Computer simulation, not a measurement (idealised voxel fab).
Presented below is a process module, voxel plated lines.
Shown is cross-section cut, with a width of 155 nm and square cells of size 5 nm.
Cross-section spec: square-cell grid; bands listed top down; each band is one or more rows.
Heads up on the band format: heights come first, top then bottom, in nm. After that it's the materials left to right, each with its width in nm. A single material flagged "everywhere" fills the whole band edge to edge, and "blank" means there's empty space there.
All heights in this document are referenced to 0, defined as the level beneath which the wafer, as received, consists entirely of one material. The lowest band is not bounded below; it extends indefinitely downward and is written in the form "top 0, no bottom".
Think of "30..40" as a width that walks from the first number to the second as you go down the band, top row to bottom row, taking equal-sized steps from row to row.
"no change occurred" (step): cross-section cells unchanged, all of them.
For the entry "Voids, enclosed", the listed items are empty spaces with no open way to the top whose size is 8 cells or more; each item follows the pattern width x height at distance, where distance is from the left edge and all three are in nm.
Heads up: the bit after the settings on a step's line is the simulator's remark on that step.
overlay nm: where the mask lay relative to plan, measured to the right, on steps with a mask; negatives go left.
Steps in the process plan:
1) RECEIVE [material Si]
2) CONFORMAL_DEP [material SiO2] [thk nm 15]
3) DIRECTIONAL_DEP [material TiN] [thk nm 5]
4) PATTERN [tone open] [mask id LINES] [material resist] [width nm 25] [pitch nm 45] [thk nm 35] [overlay nm 0]
5) EPI [material Ru] [thk nm 10]
6) EPI [material Ru] [thk nm 5]
7) EPI [material Ru] [thk nm 10]
8) STRIP [etch materials resist]
9) DIRECTIONAL_ETCH [etch materials TiN] [depth nm 5]
10) CONFORMAL_DEP [material SiCN] [thk nm 5]
As received (post step 1): cross-section:
  top 0, no bottom: Si everywhere
  Voids, enclosed: none
Post-module cross-section of the first of two wafers (run per plan):
  top 50, bottom 45: 35 blank | 35 SiCN | 10 blank | 35 SiCN | 40 blank
  top 45, bottom 20: 35 blank | 5 SiCN | 25 Ru | 5 SiCN | 10 blank | 5 SiCN | 25 Ru | 5 SiCN | 40 blank
  top 20, bottom 15: 40 SiCN | 25 TiN | 20 SiCN | 25 TiN | 45 SiCN
  top 15, bottom 0: SiO2 everywhere
  top 0, no bottom: Si everywhere
  Voids, enclosed: none
What the second wafer looks like in cross-section once the module is done. Its start and its plan matched the first wafer's exactly; what differed was one mistake in how it was run:
  top 50, bottom 45: 35 blank | 35 SiCN | 10 blank | 35 SiCN | 40 blank
  top 45, bottom 20: 35 blank | 5 SiCN | 25 Ru | 5 SiCN | 10 blank | 5 SiCN | 25 Ru | 5 SiCN | 40 blank
  top 20, bottom 15: 40 SiCN | 25 TiN | 20 SiCN | 25 TiN | 45 SiCN
  top 15, bottom 0: TiN everywhere
  top 0, no bottom: Si everywhere
  Voids, enclosed: none
What was done differently from what was planned? rather than as planned, step 2 actually ran as CONFORMAL_DEP [material TiN] [thk nm 15]
Heads up, by the end the second wafer has more or fewer cells of some materials compared to the first: -93 SiO2; +93 TiN
